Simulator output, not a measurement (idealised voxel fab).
The name of this process module is voxel self aligned vias.
Pictured: cross-section cut, 300 nm wide, on a grid of 5 nm square cells.
A cross-section in this document is a grid of square cells, and it is written down as bands, the top band listed before the ones below it; a band is made up of one or more rows of cells.
Look at the band entry: it leads with the top's height and the bottom's height in nm. Then it lists the materials left to right, with a width in nm for each. The word "all across" on a single material says that material fills the band edge to edge. The word "empty" is empty space.
Counting heights begins at 0, where everything beneath is, in the wafer as received, one material. The lowest band has no bottom; it goes on downwards, as "from 0 down" shows.
The width entry "30 to 40" should be interpreted row by row: the top row of cells in the band takes the first number, the bottom row takes the second number, and the change between adjacent rows is uniform throughout.
"nothing was modified" -> step changed no cross-section cell.
Empty spaces counting at least 8 cells and having no open way to the top are listed in "Closed internal voids". The notation width x height at distance is used for each, the distance being from the left edge and all three values in nm.
Formally, on a step line, whatever follows the settings is a remark that the simulator itself makes on the step.
What "overlay nm" on a step's line means: if the step has a mask, that mask lay this far to the right of its planned place, or, when the value is negative, to the left.
[This section lists the process steps that were planned]
1: RECEIVE | material Si
2: CONFORMAL_DEP | material SiO2 | thk nm 15
3: CONFORMAL_DEP | material SiCN | thk nm 5
4: DIRECTIONAL_DEP | material lowk | thk nm 30
5: MASKED_ETCH | tone open | mask id LINES | width nm 20 | pitch nm 60 | etch materials lowk | depth nm 30 | overlay nm 0
6: CONFORMAL_DEP | material TiN | thk nm 5
7: FILL_DEP | material Ru | thk nm 10
8: CMP | height nm 50
9: SELECTIVE_ETCH | etch materials W Ru TiN | depth nm 5
10: FILL_DEP | material SiN | thk nm 10
11: CMP | height nm 50
12: DIRECTIONAL_DEP | material lowk | thk nm 20
13: MASKED_ETCH | tone open | mask id VIAS | width nm 30 | pitch nm 60 | etch materials lowk | depth nm 20 | overlay nm 0
14: MASKED_ETCH | tone open | mask id VIAS | width nm 30 | pitch nm 60 | etch materials SiN | depth nm 5 | overlay nm 0
15: CONFORMAL_DEP | material TiN | thk nm 5
16: FILL_DEP | material Cu | thk nm 10
17: CMP | height nm 70
18: CONFORMAL_DEP | material SiN | thk nm 5
[First of two wafers, with the run carried out as planned]
[As-received wafer cross-section (after step 1)]
> from 0 down: Si all across
> Closed internal voids: none
[Cross-section of the wafer subsequent to step 2]
> from 15 to 0: SiO2 all across
> Below 0 it's all the same as before, nothing changed down there.
[Cross-section of the wafer subsequent to step 3]
> from 20 to 15: SiCN all across
> Below 15 it's all the same as before, nothing changed down there.
[Cross-section of the wafer subsequent to step 4]
> from 50 to 20: lowk all across
> Below 20 it's all the same as before, nothing changed down there.
[Cross-section of the wafer subsequent to step 5]
> from 50 to 20: lowk: 80; empty: 20; lowk: 40; empty: 20; lowk: 40; empty: 20; lowk: 80
> Below 20 it's all the same as before, nothing changed down there.
[Cross-section of the wafer subsequent to step 6]
> from 55 to 50: TiN: 85; empty: 10; TiN: 50; empty: 10; TiN: 50; empty: 10; TiN: 85
> from 50 to 25: lowk: 80; TiN: 5; empty: 10; TiN: 5; lowk: 40; TiN: 5; empty: 10; TiN: 5; lowk: 40; TiN: 5; empty: 10; TiN: 5; lowk: 80
> from 25 to 20: lowk: 80; TiN: 20; lowk: 40; TiN: 20; lowk: 40; TiN: 20; lowk: 80
> Below 20 it's all the same as before, nothing changed down there.
[Cross-section of the wafer subsequent to step 7]
> from 65 to 55: Ru all across
> from 55 to 50: TiN: 85; Ru: 10; TiN: 50; Ru: 10; TiN: 50; Ru: 10; TiN: 85
> from 50 to 25: lowk: 80; TiN: 5; Ru: 10; TiN: 5; lowk: 40; TiN: 5; Ru: 10; TiN: 5; lowk: 40; TiN: 5; Ru: 10; TiN: 5; lowk: 80
> Below 25 it's all the same as before, nothing changed down there.
[Cross-section of the wafer subsequent to step 8]
> from 50 to 25: lowk: 80; TiN: 5; Ru: 10; TiN: 5; lowk: 40; TiN: 5; Ru: 10; TiN: 5; lowk: 40; TiN: 5; Ru: 10; TiN: 5; lowk: 80
> Below 25 it's all the same as before, nothing changed down there.
[Cross-section of the wafer subsequent to step 9]
> from 50 to 45: lowk: 80; empty: 20; lowk: 40; empty: 20; lowk: 40; empty: 20; lowk: 80
> Below 45 it's all the same as before, nothing changed down there.
[Cross-section of the wafer subsequent to step 10]
> from 60 to 50: SiN all across
> from 50 to 45: lowk: 80; SiN: 20; lowk: 40; SiN: 20; lowk: 40; SiN: 20; lowk: 80
> Below 45 it's all the same as before, nothing changed down there.
[Cross-section of the wafer subsequent to step 11]
> from 50 to 45: lowk: 80; SiN: 20; lowk: 40; SiN: 20; lowk: 40; SiN: 20; lowk: 80
> Below 45 it's all the same as before, nothing changed down there.
[Cross-section of the wafer subsequent to step 12]
> from 70 to 50: lowk all across
> Below 50 it's all the same as before, nothing changed down there.
[Cross-section of the wafer subsequent to step 13]
> from 70 to 50: lowk: 75; empty: 30; lowk: 30; empty: 30; lowk: 30; empty: 30; lowk: 75
> Below 50 it's all the same as before, nothing changed down there.
[Cross-section of the wafer subsequent to step 14]
> from 70 to 50: lowk: 75; empty: 30; lowk: 30; empty: 30; lowk: 30; empty: 30; lowk: 75
> from 50 to 45: lowk: 80; empty: 20; lowk: 40; empty: 20; lowk: 40; empty: 20; lowk: 80
> Below 45 it's all the same as before, nothing changed down there.
[Cross-section of the wafer subsequent to step 15]
> from 75 to 70: TiN: 80; empty: 20; TiN: 40; empty: 20; TiN: 40; empty: 20; TiN: 80
> from 70 to 55: lowk: 75; TiN: 5; empty: 20; TiN: 5; lowk: 30; TiN: 5; empty: 20; TiN: 5; lowk: 30; TiN: 5; empty: 20; TiN: 5; lowk: 75
> from 55 to 50: lowk: 75; TiN: 10; empty: 10; TiN: 10; lowk: 30; TiN: 10; empty: 10; TiN: 10; lowk: 30; TiN: 10; empty: 10; TiN: 10; lowk: 75
> from 50 to 45: lowk: 80; TiN: 20; lowk: 40; TiN: 20; lowk: 40; TiN: 20; lowk: 80
> Below 45 it's all the same as before, nothing changed down there.
[Cross-section of the wafer subsequent to step 16]
> from 85 to 75: Cu all across
> from 75 to 70: TiN: 80; Cu: 20; TiN: 40; Cu: 20; TiN: 40; Cu: 20; TiN: 80
> from 70 to 55: lowk: 75; TiN: 5; Cu: 20; TiN: 5; lowk: 30; TiN: 5; Cu: 20; TiN: 5; lowk: 30; TiN: 5; Cu: 20; TiN: 5; lowk: 75
> from 55 to 50: lowk: 75; TiN: 10; Cu: 10; TiN: 10; lowk: 30; TiN: 10; Cu: 10; TiN: 10; lowk: 30; TiN: 10; Cu: 10; TiN: 10; lowk: 75
> Below 50 it's all the same as before, nothing changed down there.
[Cross-section of the wafer subsequent to step 17]
> from 70 to 55: lowk: 75; TiN: 5; Cu: 20; TiN: 5; lowk: 30; TiN: 5; Cu: 20; TiN: 5; lowk: 30; TiN: 5; Cu: 20; TiN: 5; lowk: 75
> Below 55 it's all the same as before, nothing changed down there.
[Cross-section of the wafer subsequent to step 18]
> from 75 to 70: SiN all across
> Below 70 it's all the same as before, nothing changed down there.
[What follows concerns the second wafer, which started out like the first and was meant to follow the very same plan; one mistake crept in when it was run, but everything up to and including step 11 is the same as for the first wafer]
[Second wafer shown in cross-section at the time step 12 was slated to end]
> from 50 to 45: lowk: 75; empty: 5; SiN: 20; empty: 5; lowk: 30; empty: 5; SiN: 20; empty: 5; lowk: 30; empty: 5; SiN: 20; empty: 5; lowk: 75
> from 45 to 30: lowk: 75; empty: 5; TiN: 5; Ru: 10; TiN: 5; empty: 5; lowk: 30; empty: 5; TiN: 5; Ru: 10; TiN: 5; empty: 5; lowk: 30; empty: 5; TiN: 5; Ru: 10; TiN: 5; empty: 5; lowk: 75
> Below 30 it's all the same as before, nothing changed down there.
[Second wafer shown in cross-section at the time step 13 was slated to end]
> from 70 to 50: lowk: 75; empty: 5; lowk: 20; empty: 5; lowk: 30; empty: 5; lowk: 20; empty: 5; lowk: 30; empty: 5; lowk: 20; empty: 5; lowk: 75
> from 50 to 45: lowk: 80; SiN: 20; lowk: 40; SiN: 20; lowk: 40; SiN: 20; lowk: 80
> from 45 to 25: lowk: 80; TiN: 5; Ru: 10; TiN: 5; lowk: 40; TiN: 5; Ru: 10; TiN: 5; lowk: 40; TiN: 5; Ru: 10; TiN: 5; lowk: 80
> Below 25 it's all the same as before, nothing changed down there.
Second wafer shown in cross-section at the time step 14 was slated to end: nothing was modified
[Second wafer shown in cross-section at the time step 15 was slated to end]
> from 75 to 70: TiN all across
> from 70 to 50: lowk: 75; TiN: 5; lowk: 20; TiN: 5; lowk: 30; TiN: 5; lowk: 20; TiN: 5; lowk: 30; TiN: 5; lowk: 20; TiN: 5; lowk: 75
> Below 50 it's all the same as before, nothing changed down there.
[Second wafer shown in cross-section at the time step 16 was slated to end]
> from 85 to 75: Cu all across
> Below 75 it's all the same as before, nothing changed down there.
[Second wafer shown in cross-section at the time step 17 was slated to end]
> from 70 to 50: lowk: 75; TiN: 5; lowk: 20; TiN: 5; lowk: 30; TiN: 5; lowk: 20; TiN: 5; lowk: 30; TiN: 5; lowk: 20; TiN: 5; lowk: 75
> Below 50 it's all the same as before, nothing changed down there.
[Second wafer shown in cross-section at the time step 18 was slated to end]
> from 75 to 70: SiN all across
> Below 70 it's all the same as before, nothing changed down there.
The mistake made against the process plan was this: steps 12 and 13 swapped
Wafer comparison, final, in cells, second relative to first, materials more or fewer: Cu: 42 fewer | SiN: 12 more | TiN: 18 fewer | lowk: 48 more
